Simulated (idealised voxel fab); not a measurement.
process module | voxel ribs on slabs
In the cross-section labelled cut, the width is 295 nm and each square cell is 5 nm.
A cross-section is written here as square cells arranged in a grid, and it is given in bands from the top down, each band taking up one or more rows of cells.
Within each band entry, the heights of the top and of the bottom of the band appear first, in that order and in nm; the materials of the band then follow from left to right, each with its corresponding width in nm. The designation "edge to edge" on a single material indicates that it fills the band from edge to edge; the designation "empty" indicates empty space.
Beneath 0, the wafer as received is one material, and that level is where height counting begins. The lowest band goes on downward without a bottom; it is written like "0 and below".
A two-number width, for instance "30->40", indicates that the width is equal to the first number in the top row of the band and to the second number in the bottom row, and that it changes by a constant amount per row of cells.
"remained unchanged" after a step means that no cell of the cross-section changed.
Listed in "Sealed internal cavities": every empty space of 8 or more cells without an open way to the top. Form: width x height at distance, the distance being from the left edge, all in nm.
It should be noted that, on the line of a given step, the content following the step's settings is a remark produced by the simulator itself with respect to that step.
overlay nm, on a step with a mask: how far to the right of its planned place the mask lay; to the left if negative
[Below is the list of planned process steps]
step 1: RECEIVE | material Si
step 2: DIRECTIONAL_DEP | material SiO2 | thk nm 20
step 3: DIRECTIONAL_DEP | material SiN | thk nm 25
step 4: MASKED_ETCH | tone cover | mask id RIB | width nm 30 | etch materials SiN | depth nm 5 | overlay nm 0
step 5: PATTERN | tone cover | mask id SLAB | material resist | width nm 60 | thk nm 20 | overlay nm 0
step 6: DIRECTIONAL_ETCH | etch materials SiN | depth nm 20
step 7: STRIP | etch materials resist
step 8: FILL_DEP | material SiO2 | thk nm 25
step 9: CMP | height nm 65
step 10: DIRECTIONAL_DEP | material W | thk nm 5
step 11: DIRECTIONAL_DEP | material aC | thk nm 10
step 12: PATTERN | tone cover | mask id HEATER | material resist | width nm 40 | thk nm 30 | overlay nm 0
step 13: DIRECTIONAL_ETCH | etch materials aC | depth nm 10
step 14: STRIP | etch materials resist
step 15: DIRECTIONAL_ETCH | etch materials W | depth nm 5
step 16: STRIP | etch materials aC
step 17: CONFORMAL_DEP | material SiO2 | thk nm 5
[Of two wafers, the first: run according to plan]
[Incoming wafer in cross-section (state: after step 1)]
- 0 and below = Si edge to edge
- Sealed internal cavities: none
[After step 2, in cross-section]
- 20 down to 0 = SiO2 edge to edge
- Under 0: no change, same as before.
[After step 3, in cross-section]
- 45 down to 20 = SiN edge to edge
- Under 20: no change, same as before.
[After step 4, in cross-section]
- 45 down to 40 = 130 empty, then 30 SiN, then 135 empty
- Under 40: no change, same as before.
[After step 5, in cross-section]
- 65 down to 45 = 115 empty, then 60 resist, then 120 empty
- 45 down to 40 = 115 empty, then 15 resist, then 30 SiN, then 15 resist, then 120 empty
- Under 40: no change, same as before.
[After step 6, in cross-section]
- 65 down to 45 = 115 empty, then 60 resist, then 120 empty
- 45 down to 40 = 115 empty, then 15 resist, then 30 SiN, then 15 resist, then 120 empty
- 40 down to 20 = 115 empty, then 60 SiN, then 120 empty
- Under 20: no change, same as before.
[After step 7, in cross-section]
- 45 down to 40 = 130 empty, then 30 SiN, then 135 empty
- Under 40: no change, same as before.
[After step 8, in cross-section]
- 70 down to 45 = SiO2 edge to edge
- 45 down to 40 = 130 SiO2, then 30 SiN, then 135 SiO2
- 40 down to 20 = 115 SiO2, then 60 SiN, then 120 SiO2
- Under 20: no change, same as before.
[After step 9, in cross-section]
- 65 down to 45 = SiO2 edge to edge
- Under 45: no change, same as before.
[After step 10, in cross-section]
- 70 down to 65 = W edge to edge
- Under 65: no change, same as before.
[After step 11, in cross-section]
- 80 down to 70 = aC edge to edge
- Under 70: no change, same as before.
[After step 12, in cross-section]
- 110 down to 80 = 125 empty, then 40 resist, then 130 empty
- Under 80: no change, same as before.
[After step 13, in cross-section]
- 100 down to 80 = 125 empty, then 40 resist, then 130 empty
- 80 down to 70 = 125 empty, then 40 aC, then 130 empty
- Under 70: no change, same as before.
[After step 14, in cross-section]
- 80 down to 70 = 125 empty, then 40 aC, then 130 empty
- Under 70: no change, same as before.
[After step 15, in cross-section]
- 80 down to 70 = 125 empty, then 40 aC, then 130 empty
- 70 down to 65 = 125 empty, then 40 W, then 130 empty
- Under 65: no change, same as before.
[After step 16, in cross-section]
- 70 down to 65 = 125 empty, then 40 W, then 130 empty
- Under 65: no change, same as before.
[After step 17, in cross-section]
- 75 down to 70 = 120 empty, then 50 SiO2, then 125 empty
- 70 down to 65 = 125 SiO2, then 40 W, then 130 SiO2
- Under 65: no change, same as before.
[Now the other wafer: same start, same recipe, but we messed up one thing when running it. Up to and including step 16 it's the same as the first one]
What the second wafer looks like in cross-section when step 17 should have wrapped up: remained unchanged
It is concluded that the wafer was processed incorrectly with respect to the plan, in that step 17 of the plan did not run at all; it was left out
Bottom line after processing is that, in cells, the second wafer is up or down on some materials versus the first: -61 SiO2
